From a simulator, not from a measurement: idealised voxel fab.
process module | voxel transistor to metal
cross-section cut | 165 nm wide | cells 5 nm
A cross-section is a grid of square cells, given in bands from the top down. A band is one or more rows of cells.
Each band's line starts with the height of the band's top and of its bottom, in nm. Then come its materials from left to right, each with its width in nm. One material with "throughout" fills the band from edge to edge. "air" is empty space.
Height 0 is the level under which the wafer as received is all one material. The lowest band goes on downwards, as in "0 down".
A width such as "30 to 40" changes by the same amount from each row of cells to the next, from the band's top row to its bottom row.
"no change" after a step means that no cell of the cross-section changed.
closed voids: empty space of 8 cells or more with no open way to the top, each as width x height at its distance from the left edge, in nm
after a step's settings: what the simulator itself notes on the step
overlay nm, on a step with a mask: how far to the right of its planned place the mask lay; to the left if negative
Each pair below shows a cross-section before one step and the cross-section after it, down to the lowest band that changed. The line under each pair gives the step between them, with its settings. The pairs can come from different runs of this module on the same starting wafer, so a pair continues from the pair above only where its "before" says so.
before
  115 to 110: TiN 35 | air 10 | TiN 70 | air 10 | TiN 40
  110 to 100: lowk 30 | TiN 5 | air 10 | TiN 5 | lowk 60 | TiN 5 | air 10 | TiN 5 | lowk 35
  100 to 95: lowk 30 | TiN 5 | air 5 | TiN 10 | lowk 60 | TiN 5 | air 5 | TiN 10 | lowk 35
  95 to 80: lowk 30 | TiN 5 | air 5 | TiN 5 | lowk 65 | TiN 5 | air 5 | TiN 5 | lowk 40
  80 to 75: SiCN 30 | TiN 15 | SiCN 65 | TiN 15 | SiCN 40
  75 to 60: SiO2 30 | W 20 | SiO2 60 | W 20 | SiO2 35
  60 to 55: SiO2 30 | TiN 20 | SiO2 60 | TiN 20 | SiO2 35
  55 to 40: SiO2 30 | TiN 5 | Ru 10 | TiN 5 | SiO2 60 | TiN 5 | Ru 10 | TiN 5 | SiO2 35
  40 to 25: SiO2 30 | TiN 5 | Ru 10 | TiN 5 | SiO2 20 | SiCN 20 | SiO2 20 | TiN 5 | Ru 10 | TiN 5 | SiO2 35
  25 to 0: SiO2 30 | TiN 5 | Ru 10 | TiN 5 | SiO2 20 | polySi 20 | SiO2 20 | TiN 5 | Ru 10 | TiN 5 | SiO2 35
  0 to -5: SiO2 30 | TiN 20 | SiO2 20 | polySi 20 | SiO2 20 | TiN 20 | SiO2 35
  -5 to -10: SiO2 25 | pSi 40 | SiO2 30 | pSi 40 | SiO2 30
  -10 to -30: SiO2 25 | Si 110 | SiO2 30
  -30 down: Si throughout
  closed voids: none
after
  125 to 115: Cu throughout
  115 to 110: TiN 35 | Cu 10 | TiN 70 | Cu 10 | TiN 40
  110 to 100: lowk 30 | TiN 5 | Cu 10 | TiN 5 | lowk 60 | TiN 5 | Cu 10 | TiN 5 | lowk 35
  100 to 95: lowk 30 | TiN 5 | Cu 5 | TiN 10 | lowk 60 | TiN 5 | Cu 5 | TiN 10 | lowk 35
  95 to 80: lowk 30 | TiN 5 | Cu 5 | TiN 5 | lowk 65 | TiN 5 | Cu 5 | TiN 5 | lowk 40
  below 80: unchanged
  closed voids: none
the step between: op FILL_DEP | material Cu | thk nm 10
before: the cross-section after the pair above
after
  110 to 100: lowk 30 | TiN 5 | Cu 10 | TiN 5 | lowk 60 | TiN 5 | Cu 10 | TiN 5 | lowk 35
  below 100: unchanged
  closed voids: none
the step between: op CMP | height nm 110
before: the cross-section after the pair above
after
  115 to 110: SiN throughout
  below 110: unchanged
  closed voids: none
the step between: op CONFORMAL_DEP | material SiN | thk nm 5
before
  45 to 40: SiCN 20 | air 120 | SiCN 25
  40 to 30: SiCN throughout
  30 to 25: polySi 20 | SiCN 120 | polySi 25
  25 to 0: polySi throughout
  0 to -5: SiO2 20 | polySi 120 | SiO2 25
  -5 to -10: SiO2 throughout
  -10 to -30: SiO2 25 | Si 110 | SiO2 30
  -30 down: Si throughout
  closed voids: none
after
  60 to 55: SiCN 20 | air 120 | SiCN 25
  55 to 30: SiCN throughout
  below 30: unchanged
  closed voids: none
the step between: op DIRECTIONAL_DEP | material SiCN | thk nm 15
before: the cross-section after the pair above
after
  55 to 35: air 70 | SiCN 20 | air 75
  35 to 30: SiCN 20 | air 50 | SiCN 20 | air 50 | SiCN 25
  below 30: unchanged
  closed voids: none
the step between: op MASKED_ETCH | tone cover | mask id GATE | width nm 20 | etch materials SiCN | depth nm 25 | overlay nm 0
before: the cross-section after the pair above
after
  60 to 55: air 65 | SiO2 30 | air 70
  55 to 40: air 65 | SiO2 5 | SiCN 20 | SiO2 5 | air 70
  40 to 35: SiO2 25 | air 40 | SiO2 5 | SiCN 20 | SiO2 5 | air 40 | SiO2 30
  35 to 30: SiCN 20 | SiO2 50 | SiCN 20 | SiO2 50 | SiCN 25
  below 30: unchanged
  closed voids: none
the step between: op CONFORMAL_DEP | material SiO2 | thk nm 5
before: the cross-section after the pair above
after
  55 to 35: air 65 | SiO2 5 | SiCN 20 | SiO2 5 | air 70
  35 to 30: SiCN 20 | SiO2 5 | air 40 | SiO2 5 | SiCN 20 | SiO2 5 | air 40 | SiO2 5 | SiCN 25
  below 30: unchanged
  closed voids: none
the step between: op DIRECTIONAL_ETCH | etch materials SiO2 | depth nm 5
before: the cross-section after the pair above
after
  65 to 55: air 55 | SiN 50 | air 60
  55 to 45: air 55 | SiN 10 | SiO2 5 | SiCN 20 | SiO2 5 | SiN 10 | air 60
  45 to 40: SiN 35 | air 20 | SiN 10 | SiO2 5 | SiCN 20 | SiO2 5 | SiN 10 | air 20 | SiN 40
  40 to 35: SiN 65 | SiO2 5 | SiCN 20 | SiO2 5 | SiN 70
  35 to 30: SiCN 20 | SiO2 5 | SiN 40 | SiO2 5 | SiCN 20 | SiO2 5 | SiN 40 | SiO2 5 | SiCN 25
  below 30: unchanged
  closed voids: none
the step between: op CONFORMAL_DEP | material SiN | thk nm 10
before: the cross-section after the pair above
after
  55 to 35: air 55 | SiN 10 | SiO2 5 | SiCN 20 | SiO2 5 | SiN 10 | air 60
  35 to 30: SiCN 20 | SiO2 5 | SiN 10 | air 20 | SiN 10 | SiO2 5 | SiCN 20 | SiO2 5 | SiN 10 | air 20 | SiN 10 | SiO2 5 | SiCN 25
  below 30: unchanged
  closed voids: none
the step between: op DIRECTIONAL_ETCH | etch materials SiN | depth nm 10
before: the cross-section after the pair above
after
  55 to 50: air 55 | SiN 10 | air 5 | SiCN 20 | air 5 | SiN 10 | air 60
  50 to 35: air 55 | SiN 10 | SiO2 5 | SiCN 20 | SiO2 5 | SiN 10 | air 60
  35 to 30: SiCN 20 | air 5 | SiN 10 | air 20 | SiN 10 | SiO2 5 | SiCN 20 | SiO2 5 | SiN 10 | air 20 | SiN 10 | air 5 | SiCN 25
  below 30: unchanged
  closed voids: none
the step between: op DIRECTIONAL_ETCH | etch materials SiO2 | depth nm 5
before: the cross-section after the pair above
after
  60 to 55: SiO2 throughout
  55 to 35: SiO2 55 | SiN 10 | SiO2 5 | SiCN 20 | SiO2 5 | SiN 10 | SiO2 60
  35 to 30: SiCN 20 | SiO2 5 | SiN 10 | SiO2 20 | SiN 10 | SiO2 5 | SiCN 20 | SiO2 5 | SiN 10 | SiO2 20 | SiN 10 | SiO2 5 | SiCN 25
  below 30: unchanged
  closed voids: none
the step between: op FILL_DEP | material SiO2 | thk nm 5
before: the cross-section after the pair above
after
  40 to 35: SiO2 55 | SiN 10 | SiO2 5 | SiCN 20 | SiO2 5 | SiN 10 | SiO2 60
  below 35: unchanged
  closed voids: none
the step between: op CMP | height nm 40
before: the cross-section after the pair above
after
  55 to 40: SiO2 throughout
  below 40: unchanged
  closed voids: none
the step between: op DIRECTIONAL_DEP | material SiO2 | thk nm 15
before: the cross-section after the pair above
after
  75 to 55: resist 30 | air 20 | resist 60 | air 20 | resist 35
  below 55: unchanged
  closed voids: none
the step between: op PATTERN | tone open | mask id CONTACT | material resist | width nm 20 | pitch nm 80 | thk nm 20 | overlay nm 0
before: the cross-section after the pair above
after
  75 to 55: resist 30 | air 20 | resist 60 | air 20 | resist 35
  55 to 40: SiO2 30 | air 20 | SiO2 60 | air 20 | SiO2 35
  40 to 35: SiO2 30 | air 20 | SiO2 5 | SiN 10 | SiO2 5 | SiCN 20 | SiO2 5 | SiN 10 | SiO2 5 | air 20 | SiO2 35
  35 to 30: SiCN 20 | SiO2 5 | SiN 10 | air 15 | SiO2 5 | SiN 10 | SiO2 5 | SiCN 20 | SiO2 5 | SiN 10 | SiO2 5 | air 15 | SiN 10 | SiO2 5 | SiCN 25
  below 30: unchanged
  closed voids: none
the step between: op DIRECTIONAL_ETCH | etch materials SiO2 | depth nm 60
before: the cross-section after the pair above
after
  55 to 40: SiO2 30 | air 20 | SiO2 60 | air 20 | SiO2 35
  below 40: unchanged
  closed voids: none
the step between: op STRIP | etch materials resist
before: the cross-section after the pair above
after
  60 to 55: TiN 35 | air 10 | TiN 70 | air 10 | TiN 40
  55 to 40: SiO2 30 | TiN 5 | air 10 | TiN 5 | SiO2 60 | TiN 5 | air 10 | TiN 5 | SiO2 35
  40 to 35: SiO2 30 | TiN 10 | air 5 | TiN 5 | SiO2 5 | SiN 10 | SiO2 5 | SiCN 20 | SiO2 5 | SiN 10 | SiO2 5 | TiN 5 | air 5 | TiN 10 | SiO2 35
  35 to 30: SiCN 20 | SiO2 5 | SiN 10 | TiN 15 | SiO2 5 | SiN 10 | SiO2 5 | SiCN 20 | SiO2 5 | SiN 10 | SiO2 5 | TiN 15 | SiN 10 | SiO2 5 | SiCN 25
  below 30: unchanged
  closed voids: none
the step between: op CONFORMAL_DEP | material TiN | thk nm 5
before: the cross-section after the pair above
after
  65 to 60: Ru throughout
  60 to 55: TiN 35 | Ru 10 | TiN 70 | Ru 10 | TiN 40
  55 to 40: SiO2 30 | TiN 5 | Ru 10 | TiN 5 | SiO2 60 | TiN 5 | Ru 10 | TiN 5 | SiO2 35
  40 to 35: SiO2 30 | TiN 10 | Ru 5 | TiN 5 | SiO2 5 | SiN 10 | SiO2 5 | SiCN 20 | SiO2 5 | SiN 10 | SiO2 5 | TiN 5 | Ru 5 | TiN 10 | SiO2 35
  below 35: unchanged
  closed voids: none
the step between: op FILL_DEP | material Ru | thk nm 5
before: the cross-section after the pair above
after
  55 to 40: SiO2 30 | TiN 5 | Ru 10 | TiN 5 | SiO2 60 | TiN 5 | Ru 10 | TiN 5 | SiO2 35
  below 40: unchanged
  closed voids: none
the step between: op CMP | height nm 55
before: the cross-section after the pair above
after
  60 to 55: TiN throughout
  below 55: unchanged
  closed voids: none
the step between: op DIRECTIONAL_DEP | material TiN | thk nm 5
before: the cross-section after the pair above
after
  75 to 60: W throughout
  below 60: unchanged
  closed voids: none
the step between: op DIRECTIONAL_DEP | material W | thk nm 15
before: the cross-section after the pair above
after
  95 to 75: air 30 | resist 20 | air 60 | resist 20 | air 35
  below 75: unchanged
  closed voids: none
the step between: op PATTERN | tone cover | mask id METAL_1 | material resist | width nm 20 | pitch nm 80 | thk nm 20 | overlay nm 0
before: the cross-section after the pair above
after
  95 to 75: air 30 | resist 20 | air 60 | resist 20 | air 35
  75 to 60: air 30 | W 20 | air 60 | W 20 | air 35
  below 60: unchanged
  closed voids: none
the step between: op DIRECTIONAL_ETCH | etch materials W | depth nm 15
before: the cross-section after the pair above
after
  95 to 75: air 30 | resist 20 | air 60 | resist 20 | air 35
  75 to 60: air 30 | W 20 | air 60 | W 20 | air 35
  60 to 55: air 30 | TiN 20 | air 60 | TiN 20 | air 35
  below 55: unchanged
  closed voids: none
the step between: op DIRECTIONAL_ETCH | etch materials TiN | depth nm 5
before: the cross-section after the pair above
after
  75 to 60: air 30 | W 20 | air 60 | W 20 | air 35
  below 60: unchanged
  closed voids: none
the step between: op STRIP | etch materials resist
before: the cross-section after the pair above
after
  85 to 75: SiO2 throughout
  75 to 60: SiO2 30 | W 20 | SiO2 60 | W 20 | SiO2 35
  60 to 55: SiO2 30 | TiN 20 | SiO2 60 | TiN 20 | SiO2 35
  below 55: unchanged
  closed voids: none
the step between: op FILL_DEP | material SiO2 | thk nm 10
before: the cross-section after the pair above
after
  75 to 60: SiO2 30 | W 20 | SiO2 60 | W 20 | SiO2 35
  below 60: unchanged
  closed voids: none
the step between: op CMP | height nm 75
before: the cross-section after the pair above
after
  80 to 75: SiCN throughout
  below 75: unchanged
  closed voids: none
the step between: op CONFORMAL_DEP | material SiCN | thk nm 5
before: the cross-section after the pair above
after
  110 to 80: lowk throughout
  below 80: unchanged
  closed voids: none
the step between: op DIRECTIONAL_DEP | material lowk | thk nm 30
before: the cross-section after the pair above
after
  125 to 110: resist 30 | air 15 | resist 65 | air 15 | resist 40
  below 110: unchanged
  closed voids: none
the step between: op PATTERN | tone open | mask id METAL_2_HOLES | material resist | width nm 15 | pitch nm 80 | thk nm 15 | overlay nm 0
before: the cross-section after the pair above
after
  125 to 110: resist 30 | air 15 | resist 65 | air 15 | resist 40
  110 to 80: lowk 30 | air 15 | lowk 65 | air 15 | lowk 40
  below 80: unchanged
  closed voids: none
the step between: op DIRECTIONAL_ETCH | etch materials lowk | depth nm 30
before: the cross-section after the pair above
after
  110 to 80: lowk 30 | air 15 | lowk 65 | air 15 | lowk 40
  below 80: unchanged
  closed voids: none
the step between: op STRIP | etch materials resist
before: the cross-section after the pair above
after
  120 to 110: aC 30 | air 15 | aC 65 | air 15 | aC 40
  110 to 90: lowk 30 | air 15 | lowk 65 | air 15 | lowk 40
  90 to 80: lowk 30 | aC 15 | lowk 65 | aC 15 | lowk 40
  below 80: unchanged
  closed voids: none
the step between: op DIRECTIONAL_DEP | material aC | thk nm 10
before: the cross-section after the pair above
after
  150 to 120: resist 30 | air 20 | resist 60 | air 20 | resist 35
  below 120: unchanged
  closed voids: none
the step between: op PATTERN | tone open | mask id METAL_2 | material resist | width nm 20 | pitch nm 80 | thk nm 30 | overlay nm 0
before: the cross-section after the pair above
after
  140 to 120: resist 30 | air 20 | resist 60 | air 20 | resist 35
  120 to 110: aC 30 | air 20 | aC 60 | air 20 | aC 35
  110 to 80: lowk 30 | air 15 | lowk 65 | air 15 | lowk 40
  below 80: unchanged
  closed voids: none
the step between: op DIRECTIONAL_ETCH | etch materials aC | depth nm 10
before: the cross-section after the pair above
after
  120 to 110: aC 30 | air 20 | aC 60 | air 20 | aC 35
  below 110: unchanged
  closed voids: none
the step between: op STRIP | etch materials resist
before: the cross-section after the pair above
after
  120 to 110: aC 30 | air 20 | aC 60 | air 20 | aC 35
  110 to 95: lowk 30 | air 20 | lowk 60 | air 20 | lowk 35
  below 95: unchanged
  closed voids: none
the step between: op DIRECTIONAL_ETCH | etch materials lowk | depth nm 15
before: the cross-section after the pair above
after
  120 to 110: aC 30 | air 20 | aC 60 | air 20 | aC 35
  110 to 95: lowk 30 | air 20 | lowk 60 | air 20 | lowk 35
  95 to 80: lowk 30 | air 15 | lowk 65 | air 15 | lowk 40
  80 to 75: SiCN 30 | air 15 | SiCN 65 | air 15 | SiCN 40
  below 75: unchanged
  closed voids: none
the step between: op DIRECTIONAL_ETCH | etch materials SiCN | depth nm 5
before: the cross-section after the pair above
after
  110 to 95: lowk 30 | air 20 | lowk 60 | air 20 | lowk 35
  below 95: unchanged
  closed voids: none
the step between: op STRIP | etch materials aC
before: the cross-section after the pair above
after
  115 to 110: TiN 35 | air 10 | TiN 70 | air 10 | TiN 40
  110 to 100: lowk 30 | TiN 5 | air 10 | TiN 5 | lowk 60 | TiN 5 | air 10 | TiN 5 | lowk 35
  100 to 95: lowk 30 | TiN 5 | air 5 | TiN 10 | lowk 60 | TiN 5 | air 5 | TiN 10 | lowk 35
  95 to 80: lowk 30 | TiN 5 | air 5 | TiN 5 | lowk 65 | TiN 5 | air 5 | TiN 5 | lowk 40
  80 to 75: SiCN 30 | TiN 15 | SiCN 65 | TiN 15 | SiCN 40
  below 75: unchanged
  closed voids: none
the step between: op CONFORMAL_DEP | material TiN | thk nm 5
before: the cross-section after the pair above
after
  125 to 115: Cu throughout
  115 to 110: TiN 35 | Cu 10 | TiN 70 | Cu 10 | TiN 40
  110 to 100: lowk 30 | TiN 5 | Cu 10 | TiN 5 | lowk 60 | TiN 5 | Cu 10 | TiN 5 | lowk 35
  100 to 95: lowk 30 | TiN 5 | Cu 5 | TiN 10 | lowk 60 | TiN 5 | Cu 5 | TiN 10 | lowk 35
  95 to 80: lowk 30 | TiN 5 | Cu 5 | TiN 5 | lowk 65 | TiN 5 | Cu 5 | TiN 5 | lowk 40
  below 80: unchanged
  closed voids: none
the step between: op FILL_DEP | material Cu | thk nm 10
before: the cross-section after the pair above
after
  110 to 100: lowk 30 | TiN 5 | Cu 10 | TiN 5 | lowk 60 | TiN 5 | Cu 10 | TiN 5 | lowk 35
  below 100: unchanged
  closed voids: none
the step between: op CMP | height nm 110
before: the cross-section after the pair above
after
  115 to 110: SiN throughout
  below 110: unchanged
  closed voids: none
the step between: op CONFORMAL_DEP | material SiN | thk nm 5
before
  75 to 60: SiO2 30 | W 20 | SiO2 60 | W 20 | SiO2 35
  60 to 55: SiO2 30 | TiN 20 | SiO2 60 | TiN 20 | SiO2 35
  55 to 40: SiO2 30 | TiN 5 | Ru 10 | TiN 5 | SiO2 60 | TiN 5 | Ru 10 | TiN 5 | SiO2 35
  40 to 25: SiO2 30 | TiN 5 | Ru 10 | TiN 5 | SiO2 5 | SiN 10 | SiO2 5 | SiCN 20 | SiO2 5 | SiN 10 | SiO2 5 | TiN 5 | Ru 10 | TiN 5 | SiO2 35
  25 to 5: SiO2 30 | TiN 5 | Ru 10 | TiN 5 | SiO2 5 | SiN 10 | SiO2 5 | polySi 20 | SiO2 5 | SiN 10 | SiO2 5 | TiN 5 | Ru 10 | TiN 5 | SiO2 35
  5 to 0: SiO2 30 | TiN 10 | Ru 5 | TiN 5 | SiO2 5 | SiN 10 | SiO2 5 | polySi 20 | SiO2 5 | SiN 10 | SiO2 5 | TiN 5 | Ru 5 | TiN 10 | SiO2 35
  0 to -5: SiO2 25 | SiN 10 | TiN 15 | SiO2 5 | SiN 10 | SiO2 5 | polySi 20 | SiO2 5 | SiN 10 | SiO2 5 | TiN 15 | SiN 10 | SiO2 30
  -5 to -10: SiO2 35 | pSi 20 | SiO2 50 | pSi 20 | SiO2 40
  -10 to -30: SiO2 25 | Si 110 | SiO2 30
  -30 down: Si throughout
  closed voids: none
after
  105 to 75: lowk throughout
  below 75: unchanged
  closed voids: none
the step between: op DIRECTIONAL_DEP | material lowk | thk nm 30
before: the cross-section after the pair above
after
  110 to 105: SiCN throughout
  below 105: unchanged
  closed voids: none
the step between: op CONFORMAL_DEP | material SiCN | thk nm 5
before: the cross-section after the pair above
after
  125 to 110: resist 30 | air 15 | resist 65 | air 15 | resist 40
  below 110: unchanged
  closed voids: none
the step between: op PATTERN | tone open | mask id METAL_2_HOLES | material resist | width nm 15 | pitch nm 80 | thk nm 15 | overlay nm 0
before: the cross-section after the pair above
after
  110 to 105: SiCN throughout
  below 105: unchanged
  closed voids: none
the step between: op STRIP | etch materials resist
before: the cross-section after the pair above
after
  120 to 110: aC throughout
  below 110: unchanged
  closed voids: none
the step between: op DIRECTIONAL_DEP | material aC | thk nm 10
before: the cross-section after the pair above
after
  150 to 120: resist 30 | air 20 | resist 60 | air 20 | resist 35
  below 120: unchanged
  closed voids: none
the step between: op PATTERN | tone open | mask id METAL_2 | material resist | width nm 20 | pitch nm 80 | thk nm 30 | overlay nm 0
before: the cross-section after the pair above
after
  140 to 120: resist 30 | air 20 | resist 60 | air 20 | resist 35
  120 to 110: aC 30 | air 20 | aC 60 | air 20 | aC 35
  below 110: unchanged
  closed voids: none
the step between: op DIRECTIONAL_ETCH | etch materials aC | depth nm 10
before: the cross-section after the pair above
after
  120 to 110: aC 30 | air 20 | aC 60 | air 20 | aC 35
  below 110: unchanged
  closed voids: none
the step between: op STRIP | etch materials resist
before: the cross-section after the pair above
after
  120 to 110: aC 30 | air 20 | aC 60 | air 20 | aC 35
  110 to 105: SiCN 30 | air 20 | SiCN 60 | air 20 | SiCN 35
  below 105: unchanged
  closed voids: none
the step between: op DIRECTIONAL_ETCH | etch materials SiCN | depth nm 5
before: the cross-section after the pair above
after
  110 to 105: SiCN 30 | air 20 | SiCN 60 | air 20 | SiCN 35
  below 105: unchanged
  closed voids: none
the step between: op STRIP | etch materials aC
before: the cross-section after the pair above
after
  115 to 110: TiN 35 | air 10 | TiN 70 | air 10 | TiN 40
  110 to 105: SiCN 30 | TiN 20 | SiCN 60 | TiN 20 | SiCN 35
  below 105: unchanged
  closed voids: none
the step between: op CONFORMAL_DEP | material TiN | thk nm 5
before: the cross-section after the pair above
after
  125 to 115: Cu throughout
  115 to 110: TiN 35 | Cu 10 | TiN 70 | Cu 10 | TiN 40
  below 110: unchanged
  closed voids: none
the step between: op FILL_DEP | material Cu | thk nm 10
before: the cross-section after the pair above
after
  110 to 105: SiCN 30 | TiN 20 | SiCN 60 | TiN 20 | SiCN 35
  below 105: unchanged
  closed voids: none
the step between: op CMP | height nm 110
before: the cross-section after the pair above
after
  115 to 110: SiN throughout
  below 110: unchanged
  closed voids: none
the step between: op CONFORMAL_DEP | material SiN | thk nm 5
before
  40 to 35: air 55 | SiN 10 | air 5 | SiCN 20 | air 5 | SiN 10 | air 60
  35 to 25: air 55 | SiN 10 | SiO2 5 | SiCN 20 | SiO2 5 | SiN 10 | air 60
  25 to 0: air 55 | SiN 10 | SiO2 5 | polySi 20 | SiO2 5 | SiN 10 | air 60
  0 to -5: air 25 | SiN 10 | air 20 | SiN 10 | SiO2 5 | polySi 20 | SiO2 5 | SiN 10 | air 20 | SiN 10 | air 30
  -5 to -10: SiO2 35 | air 20 | SiO2 50 | air 20 | SiO2 40
  -10 to -30: SiO2 25 | Si 110 | SiO2 30
  -30 down: Si throughout
  closed voids: none
after
  40 to 35: air 55 | SiN 10 | air 5 | SiCN 20 | air 5 | SiN 10 | air 60
  35 to 25: air 55 | SiN 10 | SiO2 5 | SiCN 20 | SiO2 5 | SiN 10 | air 60
  25 to 5: air 55 | SiN 10 | SiO2 5 | polySi 20 | SiO2 5 | SiN 10 | air 60
  5 to 0: air 30 | pSi 25 | SiN 10 | SiO2 5 | polySi 20 | SiO2 5 | SiN 10 | pSi 25 | air 35
  0 to -5: air 25 | SiN 10 | pSi 20 | SiN 10 | SiO2 5 | polySi 20 | SiO2 5 | SiN 10 | pSi 20 | SiN 10 | air 30
  -5 to -10: SiO2 35 | pSi 20 | SiO2 50 | pSi 20 | SiO2 40
  below -10: unchanged
  closed voids: none
the step between: op EPI | material pSi | thk nm 15
before: the cross-section after the pair above
after
  45 to 40: SiO2 throughout
  40 to 25: SiO2 55 | SiN 10 | SiO2 5 | SiCN 20 | SiO2 5 | SiN 10 | SiO2 60
  25 to 5: SiO2 55 | SiN 10 | SiO2 5 | polySi 20 | SiO2 5 | SiN 10 | SiO2 60
  5 to 0: SiO2 30 | pSi 25 | SiN 10 | SiO2 5 | polySi 20 | SiO2 5 | SiN 10 | pSi 25 | SiO2 35
  0 to -5: SiO2 25 | SiN 10 | pSi 20 | SiN 10 | SiO2 5 | polySi 20 | SiO2 5 | SiN 10 | pSi 20 | SiN 10 | SiO2 30
  below -5: unchanged
  closed voids: none
the step between: op FILL_DEP | material SiO2 | thk nm 5
before: the cross-section after the pair above
after
  40 to 25: SiO2 55 | SiN 10 | SiO2 5 | SiCN 20 | SiO2 5 | SiN 10 | SiO2 60
  below 25: unchanged
  closed voids: none
the step between: op CMP | height nm 40
before: the cross-section after the pair above
after
  55 to 40: SiO2 throughout
  below 40: unchanged
  closed voids: none
the step between: op DIRECTIONAL_DEP | material SiO2 | thk nm 15
before: the cross-section after the pair above
after
  75 to 55: resist 30 | air 20 | resist 60 | air 20 | resist 35
  below 55: unchanged
  closed voids: none
the step between: op PATTERN | tone open | mask id CONTACT | material resist | width nm 20 | pitch nm 80 | thk nm 20 | overlay nm 0
before: the cross-section after the pair above
after
  75 to 55: resist 30 | air 20 | resist 60 | air 20 | resist 35
  55 to 40: SiO2 30 | air 20 | SiO2 60 | air 20 | SiO2 35
  40 to 25: SiO2 30 | air 20 | SiO2 5 | SiN 10 | SiO2 5 | SiCN 20 | SiO2 5 | SiN 10 | SiO2 5 | air 20 | SiO2 35
  25 to 5: SiO2 30 | air 20 | SiO2 5 | SiN 10 | SiO2 5 | polySi 20 | SiO2 5 | SiN 10 | SiO2 5 | air 20 | SiO2 35
  below 5: unchanged
  closed voids: none
the step between: op DIRECTIONAL_ETCH | etch materials SiO2 | depth nm 60
before: the cross-section after the pair above
after
  55 to 40: SiO2 30 | air 20 | SiO2 60 | air 20 | SiO2 35
  below 40: unchanged
  closed voids: none
the step between: op STRIP | etch materials resist
before: the cross-section after the pair above
after
  60 to 55: TiN 35 | air 10 | TiN 70 | air 10 | TiN 40
  55 to 40: SiO2 30 | TiN 5 | air 10 | TiN 5 | SiO2 60 | TiN 5 | air 10 | TiN 5 | SiO2 35
  40 to 25: SiO2 30 | TiN 5 | air 10 | TiN 5 | SiO2 5 | SiN 10 | SiO2 5 | SiCN 20 | SiO2 5 | SiN 10 | SiO2 5 | TiN 5 | air 10 | TiN 5 | SiO2 35
  25 to 10: SiO2 30 | TiN 5 | air 10 | TiN 5 | SiO2 5 | SiN 10 | SiO2 5 | polySi 20 | SiO2 5 | SiN 10 | SiO2 5 | TiN 5 | air 10 | TiN 5 | SiO2 35
  10 to 5: SiO2 30 | TiN 20 | SiO2 5 | SiN 10 | SiO2 5 | polySi 20 | SiO2 5 | SiN 10 | SiO2 5 | TiN 20 | SiO2 35
  below 5: unchanged
  closed voids: none
the step between: op CONFORMAL_DEP | material TiN | thk nm 5
before: the cross-section after the pair above
after
  65 to 60: Ru throughout
  60 to 55: TiN 35 | Ru 10 | TiN 70 | Ru 10 | TiN 40
  55 to 40: SiO2 30 | TiN 5 | Ru 10 | TiN 5 | SiO2 60 | TiN 5 | Ru 10 | TiN 5 | SiO2 35
  40 to 25: SiO2 30 | TiN 5 | Ru 10 | TiN 5 | SiO2 5 | SiN 10 | SiO2 5 | SiCN 20 | SiO2 5 | SiN 10 | SiO2 5 | TiN 5 | Ru 10 | TiN 5 | SiO2 35
  25 to 10: SiO2 30 | TiN 5 | Ru 10 | TiN 5 | SiO2 5 | SiN 10 | SiO2 5 | polySi 20 | SiO2 5 | SiN 10 | SiO2 5 | TiN 5 | Ru 10 | TiN 5 | SiO2 35
  below 10: unchanged
  closed voids: none
the step between: op FILL_DEP | material Ru | thk nm 5
before: the cross-section after the pair above
after
  55 to 40: SiO2 30 | TiN 5 | Ru 10 | TiN 5 | SiO2 60 | TiN 5 | Ru 10 | TiN 5 | SiO2 35
  below 40: unchanged
  closed voids: none
the step between: op CMP | height nm 55
before: the cross-section after the pair above
after
  60 to 55: TiN throughout
  below 55: unchanged
  closed voids: none
the step between: op DIRECTIONAL_DEP | material TiN | thk nm 5
before: the cross-section after the pair above
after
  75 to 60: W throughout
  below 60: unchanged
  closed voids: none
the step between: op DIRECTIONAL_DEP | material W | thk nm 15
before: the cross-section after the pair above
after
  95 to 75: air 30 | resist 20 | air 60 | resist 20 | air 35
  below 75: unchanged
  closed voids: none
the step between: op PATTERN | tone cover | mask id METAL_1 | material resist | width nm 20 | pitch nm 80 | thk nm 20 | overlay nm 0
before: the cross-section after the pair above
after
  95 to 75: air 30 | resist 20 | air 60 | resist 20 | air 35
  75 to 60: air 30 | W 20 | air 60 | W 20 | air 35
  below 60: unchanged
  closed voids: none
the step between: op DIRECTIONAL_ETCH | etch materials W | depth nm 15
before: the cross-section after the pair above
after
  95 to 75: air 30 | resist 20 | air 60 | resist 20 | air 35
  75 to 60: air 30 | W 20 | air 60 | W 20 | air 35
  60 to 55: air 30 | TiN 20 | air 60 | TiN 20 | air 35
  below 55: unchanged
  closed voids: none
the step between: op DIRECTIONAL_ETCH | etch materials TiN | depth nm 5
before: the cross-section after the pair above
after
  75 to 60: air 30 | W 20 | air 60 | W 20 | air 35
  below 60: unchanged
  closed voids: none
the step between: op STRIP | etch materials resist
before: the cross-section after the pair above
after
  85 to 75: SiO2 throughout
  75 to 60: SiO2 30 | W 20 | SiO2 60 | W 20 | SiO2 35
  60 to 55: SiO2 30 | TiN 20 | SiO2 60 | TiN 20 | SiO2 35
  below 55: unchanged
  closed voids: none
the step between: op FILL_DEP | material SiO2 | thk nm 10
before: the cross-section after the pair above
after
  75 to 60: SiO2 30 | W 20 | SiO2 60 | W 20 | SiO2 35
  below 60: unchanged
  closed voids: none
the step between: op CMP | height nm 75
before: the cross-section after the pair above
after
  80 to 75: SiCN throughout
  below 75: unchanged
  closed voids: none
the step between: op CONFORMAL_DEP | material SiCN | thk nm 5
before: the cross-section after the pair above
after
  110 to 80: lowk throughout
  below 80: unchanged
  closed voids: none
the step between: op DIRECTIONAL_DEP | material lowk | thk nm 30
before: the cross-section after the pair above
after
  125 to 110: resist 30 | air 15 | resist 65 | air 15 | resist 40
  below 110: unchanged
  closed voids: none
the step between: op PATTERN | tone open | mask id METAL_2_HOLES | material resist | width nm 15 | pitch nm 80 | thk nm 15 | overlay nm 0
before: the cross-section after the pair above
after
  125 to 110: resist 30 | air 15 | resist 65 | air 15 | resist 40
  110 to 80: lowk 30 | air 15 | lowk 65 | air 15 | lowk 40
  below 80: unchanged
  closed voids: none
the step between: op DIRECTIONAL_ETCH | etch materials lowk | depth nm 30
before: the cross-section after the pair above
after
  110 to 80: lowk 30 | air 15 | lowk 65 | air 15 | lowk 40
  below 80: unchanged
  closed voids: none
the step between: op STRIP | etch materials resist
before: the cross-section after the pair above
after
  120 to 110: aC 30 | air 15 | aC 65 | air 15 | aC 40
  110 to 90: lowk 30 | air 15 | lowk 65 | air 15 | lowk 40
  90 to 80: lowk 30 | aC 15 | lowk 65 | aC 15 | lowk 40
  below 80: unchanged
  closed voids: none
the step between: op DIRECTIONAL_DEP | material aC | thk nm 10
before: the cross-section after the pair above
after
  150 to 120: resist 30 | air 20 | resist 60 | air 20 | resist 35
  below 120: unchanged
  closed voids: none
the step between: op PATTERN | tone open | mask id METAL_2 | material resist | width nm 20 | pitch nm 80 | thk nm 30 | overlay nm 0
before: the cross-section after the pair above
after
  140 to 120: resist 30 | air 20 | resist 60 | air 20 | resist 35
  120 to 110: aC 30 | air 20 | aC 60 | air 20 | aC 35
  110 to 80: lowk 30 | air 15 | lowk 65 | air 15 | lowk 40
  below 80: unchanged
  closed voids: none
the step between: op DIRECTIONAL_ETCH | etch materials aC | depth nm 10
